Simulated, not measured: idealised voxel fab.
Module name: voxel trench capacitor (process module)
We display cut, a cross-section 210 nm in width whose square cells are each 5 nm.
Cross-section layout: square cells on a grid; listed as bands, top to bottom; a band spans one or more cell rows. Each band's line starts with the height of the band's top and of its bottom, in nm. Then come its materials from left to right, each with its width in nm. One material with "full width" fills the band from edge to edge. "air" is empty space. Height reference: 0 = level under which incoming wafer is all one material. Lowest band: no bottom, runs on downward, e.g. "0 nm and below". Graded width ("30..40"): value in top row of band = first number; value in bottom row = second number; row-to-row change constant. "no change occurred" (step): cross-section cells unchanged, all of them. Closed empty spaces (no open way to the top) of 8 cells or more are what "Listed closed voids" lists, each as width x height at distance from the left edge, nm for all three. That trailing text on a step's line, after the settings, is the simulator's own remark on the step. A step's line can hold "overlay nm"; with a mask on that step, the setting says how far right of the planned place the mask lay, while a negative setting says it lay to the left.

This section lists the process steps that were planned:
| 1 | RECEIVE,material Si |
| 2 | CONFORMAL_DEP,material SiN,thk nm 5 |
| 3 | MASKED_ETCH,tone open,mask id TRENCH,width nm 30,pitch nm 60,etch materials SiN,depth nm 5,overlay nm 0 |
| 4 | MASKED_ETCH,tone open,mask id TRENCH,width nm 30,pitch nm 60,etch materials Si,depth nm 30,overlay nm 0 |
| 5 | CONFORMAL_DEP,material Al2O3,thk nm 5 |
| 6 | CONFORMAL_DEP,material TiN,thk nm 5 |
| 7 | FILL_DEP,material W,thk nm 10 |
| 8 | CMP,height nm 5 |

As received, after step 1:
* 0 nm and below | Si full width
* Listed closed voids: none

Cross-sectional result after module completion. Note: starting condition and plan are unchanged from above; one processing mistake was made:
* 5 nm to 0 nm | SiN=30 / TiN=10 / W=10 / TiN=10 / SiN=30 / TiN=10 / W=10 / TiN=10 / SiN=30 / TiN=10 / W=10 / TiN=10 / SiN=30
* 0 nm to -20 nm | Si=30 / TiN=10 / W=10 / TiN=10 / Si=30 / TiN=10 / W=10 / TiN=10 / Si=30 / TiN=10 / W=10 / TiN=10 / Si=30
* -20 nm to -30 nm | Si=30 / TiN=30 / Si=30 / TiN=30 / Si=30 / TiN=30 / Si=30
* -30 nm and below | Si full width
* Listed closed voids: none
Want to know what went wrong? planned and actual differ for step 5; actual: CONFORMAL_DEP,material TiN,thk nm 5
